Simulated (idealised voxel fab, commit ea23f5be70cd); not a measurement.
voxel air gaps: a process module
This is section cut - it's 240 nm across, gridded in 5 nm square cells.
Cross-sections here: square-cell grids, written as top-down lists of bands, a band being one or more rows of cells.
Band entry format. Leading values: height of top, height of bottom, nm. Remainder: materials in left-to-right order, each with its width in nm. Special words: "throughout" on a single material, which then fills the band edge to edge; "air", empty space.
For the purposes of this specification, 0 denotes the height below which the wafer in its as-received condition is composed wholly of one material, and the lowermost band, lacking a lower limit, extends downward without end, as expressed in "0 and below".
The notation "30..40" denotes a width that varies across the rows of cells in the band, beginning at the first number in the top row, finishing at the second number in the bottom row, and changing by an identical amount from each row to the next.
It should be understood that the words "no alteration", when stated for a given step, signify that the cross-section underwent no change in any of its cells during that step.
"Enclosed void inventory" specifies each empty space that is not open to the top and that occupies no fewer than 8 cells, using the form width x height at distance, the distance measured from the left edge and all three quantities in nm.
Formally, on a step line, whatever follows the settings is a remark that the simulator itself makes on the step.
overlay nm: step with mask; distance mask lay right of planned place; negative value = left of planned place.

THE PLANNED PROCESS STEPS ARE ENUMERATED HEREUNDER
1,RECEIVE: material Si
2,CONFORMAL_DEP: material SiO2, thk nm 15
3,CONFORMAL_DEP: material SiCN, thk nm 5
4,DIRECTIONAL_DEP: material SiO2, thk nm 40
5,DIRECTIONAL_DEP: material aC, thk nm 10
6,PATTERN: tone open, mask id LINES, material resist, width nm 25, pitch nm 50, thk nm 30, overlay nm 0
7,DIRECTIONAL_ETCH: etch materials aC, depth nm 10
8,STRIP: etch materials resist
9,DIRECTIONAL_ETCH: etch materials SiO2, depth nm 40
10,STRIP: etch materials aC
11,CONFORMAL_DEP: material TiN, thk nm 5
12,FILL_DEP: material Ru, thk nm 5
13,CMP: height nm 60
14,EPI: material Ru, thk nm 10
15,SELECTIVE_ETCH: etch materials SiO2, depth nm 50
16,CONFORMAL_DEP: material SiCN, thk nm 5

CROSS-SECTIONAL VIEW OF THE WAFER IN ITS AS-RECEIVED CONDITION, CORRESPONDING TO THE STATE AFTER STEP 1
    0 and below = Si throughout
    Enclosed void inventory: none

THE CROSS-SECTION SHOWN CORRESPONDS TO THE WAFER AT THE CONCLUSION OF THE MODULE. THE INITIAL STRUCTURE AND THE PROCESS PLAN ARE THOSE PRESENTED ABOVE; HOWEVER, ONE MISTAKE OCCURRED IN EXECUTING THE PLAN
    75 down to 70 = air (35)  SiCN (155)  air (50)
    70 down to 60 = air (35)  SiCN (5)  Ru (45)  SiCN (5)  Ru (45)  SiCN (5)  Ru (45)  SiCN (5)  air (50)
    60 down to 55 = air (35)  SiCN (15)  TiN (5)  Ru (15)  TiN (5)  SiCN (25)  TiN (5)  Ru (15)  TiN (5)  SiCN (25)  TiN (5)  Ru (15)  TiN (5)  SiCN (15)  air (50)
    55 down to 25 = air (45)  SiCN (5)  TiN (5)  Ru (15)  TiN (5)  SiCN (5)  air (15)  SiCN (5)  TiN (5)  Ru (15)  TiN (5)  SiCN (5)  air (15)  SiCN (5)  TiN (5)  Ru (15)  TiN (5)  SiCN (5)  air (60)
    25 down to 20 = SiCN (50)  TiN (25)  SiCN (25)  TiN (25)  SiCN (25)  TiN (25)  SiCN (65)
    20 down to 15 = SiCN throughout
    15 down to 0 = SiO2 throughout
    0 and below = Si throughout
    Enclosed void inventory: 15 x 30 at 80; 15 x 30 at 130
Run error: contrary to plan, step 6 was performed as PATTERN: tone open, mask id LINES, material resist, width nm 25, pitch nm 50, thk nm 30, overlay nm -5
